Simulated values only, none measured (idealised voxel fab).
Process module under the name voxel fin reveal
FYI the section here is cut, 200 nm wide, cells are 5 nm squares.
Cross-section format: a grid of square cells, given as bands from top to bottom; each band is one or more rows of cells.
Quick guide to a band line: top height, bottom height (nm) up front; then every material left to right with its width in nm. Only one material and it's marked "all across"? Then it fills the band edge to edge. And "air" just means empty space.
Convention: height 0 is the level below which the wafer, as received, is all one material. The lowest band does not terminate at the bottom but continues downward, represented as "0 down".
You'd read "30..40" like this: the band's top row of cells is as wide as the first number, its bottom row is as wide as the second, and going down, every row changes width by the same amount as the row before did.
A step reported as "remained the same" is a step in which no cell of the cross-section changed.
What "Closed internal voids" gives you is every empty space of 8 cells or more that is cut off from the top. Each appears as width x height at distance, with the distance taken from the left edge and width, height and distance all in nm.
What comes after the settings on a step's line is commentary from the simulator itself on that step.
On any step carrying a mask, the "overlay nm" setting, if present on the step's line, tells how far right of its planned place the mask lay; negative values point to the left.

### Set out below are the planned steps of the process
| 1 | RECEIVE with material Si |
| 2 | CONFORMAL_DEP with material SiN, thk nm 5 |
| 3 | DIRECTIONAL_DEP with material aC, thk nm 15 |
| 4 | PATTERN with tone cover, mask id FINS, material resist, width nm 15, pitch nm 35, thk nm 35, overlay nm 0 |
| 5 | DIRECTIONAL_ETCH with etch materials aC, depth nm 15 |
| 6 | STRIP with etch materials resist |
| 7 | DIRECTIONAL_ETCH with etch materials SiN, depth nm 5 |
| 8 | DIRECTIONAL_ETCH with etch materials Si, depth nm 35 |
| 9 | STRIP with etch materials aC |
| 10 | OXIDIZE with depth nm 5 |
| 11 | FILL_DEP with material SiO2, thk nm 10 |
| 12 | CMP with height nm 5 |
| 13 | SELECTIVE_ETCH with etch materials SiO2, depth nm 30 |
| 14 | STRIP with etch materials SiN |

### First of two wafers, with the run carried out as planned

### Cross-section of the wafer upon arrival, representing the state reached after step 1
	0 down  Si all across
	Closed internal voids: none

### Cross-sectional representation of the wafer at the conclusion of step 2
	5 to 0  SiN all across
	Below a height of 0, the structure has not been altered.

### Cross-sectional representation of the wafer at the conclusion of step 3
	20 to 5  aC all across
	Below a height of 5, the structure has not been altered.

### Cross-sectional representation of the wafer at the conclusion of step 4
	55 to 20  75 nm air | 15 nm resist | 20 nm air | 15 nm resist | 75 nm air
	Below a height of 20, the structure has not been altered.

### Cross-sectional representation of the wafer at the conclusion of step 5
	40 to 20  75 nm air | 15 nm resist | 20 nm air | 15 nm resist | 75 nm air
	20 to 5  75 nm air | 15 nm aC | 20 nm air | 15 nm aC | 75 nm air
	Below a height of 5, the structure has not been altered.

### Cross-sectional representation of the wafer at the conclusion of step 6
	20 to 5  75 nm air | 15 nm aC | 20 nm air | 15 nm aC | 75 nm air
	Below a height of 5, the structure has not been altered.

### Cross-sectional representation of the wafer at the conclusion of step 7
	20 to 5  75 nm air | 15 nm aC | 20 nm air | 15 nm aC | 75 nm air
	5 to 0  75 nm air | 15 nm SiN | 20 nm air | 15 nm SiN | 75 nm air
	Below a height of 0, the structure has not been altered.

### Cross-sectional representation of the wafer at the conclusion of step 8
	20 to 5  75 nm air | 15 nm aC | 20 nm air | 15 nm aC | 75 nm air
	5 to 0  75 nm air | 15 nm SiN | 20 nm air | 15 nm SiN | 75 nm air
	0 to -35  75 nm air | 15 nm Si | 20 nm air | 15 nm Si | 75 nm air
	Below a height of -35, the structure has not been altered.

### Cross-sectional representation of the wafer at the conclusion of step 9
	5 to 0  75 nm air | 15 nm SiN | 20 nm air | 15 nm SiN | 75 nm air
	Below a height of 0, the structure has not been altered.

### Cross-sectional representation of the wafer at the conclusion of step 10
	5 to 0  75 nm air | 15 nm SiN | 20 nm air | 15 nm SiN | 75 nm air
	0 to -35  75 nm air | 5 nm SiO2 | 5 nm Si | 5 nm SiO2 | 20 nm air | 5 nm SiO2 | 5 nm Si | 5 nm SiO2 | 75 nm air
	-35 to -40  80 nm SiO2 | 5 nm Si | 30 nm SiO2 | 5 nm Si | 80 nm SiO2
	Below a height of -40, the structure has not been altered.

### Cross-sectional representation of the wafer at the conclusion of step 11
	15 to 5  SiO2 all across
	5 to 0  75 nm SiO2 | 15 nm SiN | 20 nm SiO2 | 15 nm SiN | 75 nm SiO2
	0 to -40  80 nm SiO2 | 5 nm Si | 30 nm SiO2 | 5 nm Si | 80 nm SiO2
	Below a height of -40, the structure has not been altered.

### Cross-sectional representation of the wafer at the conclusion of step 12
	5 to 0  75 nm SiO2 | 15 nm SiN | 20 nm SiO2 | 15 nm SiN | 75 nm SiO2
	Below a height of 0, the structure has not been altered.

### Cross-sectional representation of the wafer at the conclusion of step 13
	5 to 0  75 nm air | 15 nm SiN | 20 nm air | 15 nm SiN | 75 nm air
	0 to -25  80 nm air | 5 nm Si | 30 nm air | 5 nm Si | 80 nm air
	Below a height of -25, the structure has not been altered.

### Cross-sectional representation of the wafer at the conclusion of step 14
	0 to -25  80 nm air | 5 nm Si | 30 nm air | 5 nm Si | 80 nm air
	Below a height of -25, the structure has not been altered.

### Wafer two: like wafer one in start and plan, but with one mistake in execution; identical up to and including step 12

### Second wafer, cross-section, planned end of step 13
	5 to 0  75 nm air | 15 nm SiN | 20 nm air | 15 nm SiN | 75 nm air
	0 to -40  80 nm air | 5 nm Si | 30 nm air | 5 nm Si | 80 nm air
	Below a height of -40, the structure has not been altered.

### Second wafer, cross-section, planned end of step 14
	0 to -40  80 nm air | 5 nm Si | 30 nm air | 5 nm Si | 80 nm air
	Below a height of -40, the structure has not been altered.
In executing the process, a mistake was made relative to the plan: the plan had its step 13 run twice
The closing comparison, in cells, has the second wafer with more or fewer of some materials than the first: SiO2 -114
